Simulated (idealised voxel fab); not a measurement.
Process module, titled voxel self aligned contacts
The cross-section on display is named cut; it measures 160 nm wide, and its cells are 5 nm squares.
How to read a cross-section here: the picture is a grid of square cells, written as bands going from the top down, and any band can span one or more rows of cells.
A band entry consists of two parts. The first gives the height of the band's top and the height of its bottom, in nm. The rest lists the band's materials from left to right, each with its width in nm. A single material labelled with the word "all across" fills the band from edge to edge, and the word "empty" marks empty space.
Height is counted from the level 0, under which the received wafer is composed throughout of one material. The lowest of the bands is not closed at the bottom but continues downward, in the notation "top 0, no bottom".
With a width like "30 to 40", each row of cells in the band differs from the next by the same amount, the top row carrying the first number and the bottom row the second.
Step marked "remained the same"? Then no cell in the cross-section changed in it.
Each empty space that has no open way to the top and spans at least 8 cells appears under "Entrapped void list" as width x height at distance, the distance counted from the left edge, all in nm.
Anything after a step's settings on that line? It's the simulator's own note about the step.
Regarding "overlay nm": on a step with a mask, it is the distance the mask lay to the right of its planned place; a negative value places it to the left.

**Below is the list of planned process steps**
step 1: op RECEIVE | material Si
step 2: op CONFORMAL_DEP | material SiO2 | thk nm 5
step 3: op DIRECTIONAL_DEP | material polySi | thk nm 20
step 4: op DIRECTIONAL_DEP | material SiN | thk nm 15
step 5: op DIRECTIONAL_DEP | material aC | thk nm 15
step 6: op PATTERN | tone cover | mask id GATE | material resist | width nm 30 | pitch nm 65 | thk nm 30 | overlay nm 0
step 7: op DIRECTIONAL_ETCH | etch materials aC | depth nm 15
step 8: op STRIP | etch materials resist
step 9: op DIRECTIONAL_ETCH | etch materials SiN | depth nm 15
step 10: op DIRECTIONAL_ETCH | etch materials polySi | depth nm 20
step 11: op STRIP | etch materials aC
step 12: op CONFORMAL_DEP | material SiN | thk nm 5
step 13: op DIRECTIONAL_ETCH | etch materials SiN | depth nm 5
step 14: op FILL_DEP | material SiO2 | thk nm 15
step 15: op CMP | height nm 45
step 16: op DIRECTIONAL_DEP | material aC | thk nm 15
step 17: op PATTERN | tone open | mask id CONTACT | material resist | width nm 45 | thk nm 30 | overlay nm 0
step 18: op DIRECTIONAL_ETCH | etch materials aC | depth nm 15
step 19: op STRIP | etch materials resist
step 20: op DIRECTIONAL_ETCH | etch materials SiO2 | depth nm 45
step 21: op STRIP | etch materials aC
step 22: op CONFORMAL_DEP | material TiN | thk nm 5
step 23: op FILL_DEP | material W | thk nm 10
step 24: op CMP | height nm 35
step 25: op CONFORMAL_DEP | material SiCN | thk nm 5
Across this set of wafers, the varied parameter is the height nm of step 24. Starting conditions are identical for every wafer, and the plan reports the value assigned to the first wafer.

**first wafer as received, after step 1**
	top 0, no bottom: Si all across
	Entrapped void list: none

**First of several wafers: cross-section at the end of the module, after step 25, its last step**
	top 40, bottom 35: SiCN all across
	top 35, bottom 25: SiO2=25; SiN=40; TiN=5; W=15; TiN=5; SiN=40; SiO2=30
	top 25, bottom 5: SiO2=25; SiN=5; polySi=30; SiN=5; TiN=5; W=15; TiN=5; SiN=5; polySi=30; SiN=5; SiO2=30
	top 5, bottom 0: SiO2=65; TiN=25; SiO2=70
	top 0, no bottom: Si all across
	Entrapped void list: none

**Of the several wafers, the last: cross-section at the end of the module**
	top 65, bottom 60: SiCN all across
	top 60, bottom 50: W all across
	top 50, bottom 45: TiN=60; W=35; TiN=65
	top 45, bottom 40: SiO2=55; TiN=15; W=15; TiN=15; SiO2=60
	top 40, bottom 25: SiO2=25; SiN=40; TiN=5; W=15; TiN=5; SiN=40; SiO2=30
	top 25, bottom 5: SiO2=25; SiN=5; polySi=30; SiN=5; TiN=5; W=15; TiN=5; SiN=5; polySi=30; SiN=5; SiO2=30
	top 5, bottom 0: SiO2=65; TiN=25; SiO2=70
	top 0, no bottom: Si all across
	Entrapped void list: none

**wafer rows; end of module; cells per material since receipt: (+) gained, (-) lost; then closed voids**
height nm 35; +32 SiCN; +48 SiN; +93 SiO2; +17 TiN; +18 W; +48 polySi; Entrapped void list: none
height nm 40; +32 SiCN; +64 SiN; +104 SiO2; +19 TiN; +21 W; +48 polySi; Entrapped void list: none
height nm 45; +32 SiCN; +64 SiN; +127 SiO2; +25 TiN; +24 W; +48 polySi; Entrapped void list: none
height nm 50; +32 SiCN; +64 SiN; +127 SiO2; +50 TiN; +31 W; +48 polySi; Entrapped void list: none
height nm 55; +32 SiCN; +64 SiN; +127 SiO2; +50 TiN; +63 W; +48 polySi; Entrapped void list: none
height nm 60; +32 SiCN; +64 SiN; +127 SiO2; +50 TiN; +95 W; +48 polySi; Entrapped void list: none
